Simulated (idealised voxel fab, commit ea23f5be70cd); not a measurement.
voxel ribs on slabs: a process module
This is section cut - it's 160 nm across, gridded in 5 nm square cells.
Each cross-section below is a grid of square cells, stated as bands in top-down order, with one or more rows of cells making up each band. In this notation a band is specified by the heights of its top and bottom, in that order and in nm, after which its materials appear from left to right, each paired with its width in nm. The word "all across" attached to a single material means that material fills the band from edge to edge; the word "air" stands for empty space. Where do heights start? At 0: under that level the wafer as delivered is made of one material only. And the lowest band has no floor; it just carries on downward, as in "z 0 and below". So if you see something like "30 to 40" for the width, read it as the top row of the band sitting at the first number and the bottom row at the second, with every row in between moving by the same amount as the last. Step note "no change occurred" = no cross-section cell changed. What "Trapped void list" gives you is every empty space of 8 cells or more that is cut off from the top. Each appears as width x height at distance, with the distance taken from the left edge and width, height and distance all in nm. after a step's settings: what the simulator itself notes on the step. You can add "overlay nm" to a step's line. For a step with a mask, it describes how far the mask lay to the right of its planned position, and a negative number describes a lay to the left.
## These are the steps we planned for the process
1. RECEIVE with material Si
2. DIRECTIONAL_DEP with material SiO2, thk nm 20
3. DIRECTIONAL_DEP with material polySi, thk nm 25
4. DIRECTIONAL_DEP with material aC, thk nm 10
5. PATTERN with tone cover, mask id RIB, material resist, width nm 30, thk nm 25, overlay nm 0
6. DIRECTIONAL_ETCH with etch materials aC, depth nm 10
7. STRIP with etch materials resist
8. DIRECTIONAL_ETCH with etch materials polySi, depth nm 5
9. STRIP with etch materials aC
10. DIRECTIONAL_DEP with material aC, thk nm 15
11. PATTERN with tone cover, mask id SLAB, material resist, width nm 80, thk nm 35, overlay nm 0
12. DIRECTIONAL_ETCH with etch materials aC, depth nm 15
13. STRIP with etch materials resist
14. DIRECTIONAL_ETCH with etch materials polySi, depth nm 20
15. STRIP with etch materials aC
16. FILL_DEP with material SiO2, thk nm 20
17. CMP with height nm 60
18. DIRECTIONAL_DEP with material W, thk nm 10
19. DIRECTIONAL_DEP with material aC, thk nm 15
20. PATTERN with tone cover, mask id HEATER, material resist, width nm 40, thk nm 30, overlay nm 0
21. DIRECTIONAL_ETCH with etch materials aC, depth nm 15
22. STRIP with etch materials resist
23. DIRECTIONAL_ETCH with etch materials W, depth nm 10
24. STRIP with etch materials aC
25. CONFORMAL_DEP with material SiO2, thk nm 10
## Wafer as received: cross-section following step 1
  z 0 and below | Si all across
  Trapped void list: none
## The first of the two wafers as seen in cross-section once the module was finished; processing followed the plan
  z 80 to 70 | 50 nm air, then 60 nm SiO2, then 50 nm air
  z 70 to 60 | 60 nm SiO2, then 40 nm W, then 60 nm SiO2
  z 60 to 45 | SiO2 all across
  z 45 to 40 | 65 nm SiO2, then 30 nm polySi, then 65 nm SiO2
  z 40 to 20 | 40 nm SiO2, then 80 nm polySi, then 40 nm SiO2
  z 20 to 0 | SiO2 all across
  z 0 and below | Si all across
  Trapped void list: none
## Cross-section, wafer two of two, end of module: same start and plan as wafer one, one error in execution
  z 80 to 70 | 50 nm air, then 60 nm SiO2, then 50 nm air
  z 70 to 60 | 60 nm SiO2, then 40 nm W, then 60 nm SiO2
  z 60 to 45 | SiO2 all across
  z 45 to 40 | 70 nm SiO2, then 30 nm polySi, then 60 nm SiO2
  z 40 to 20 | 40 nm SiO2, then 80 nm polySi, then 40 nm SiO2
  z 20 to 0 | SiO2 all across
  z 0 and below | Si all across
  Trapped void list: none
what went wrong: rather than as planned, step 5 actually ran as PATTERN with tone cover, mask id RIB, material resist, width nm 30, thk nm 25, overlay nm 5
Upon completion, the cell count for each material on the second wafer equals that on the first, whereas the spatial distribution of those cells differs.
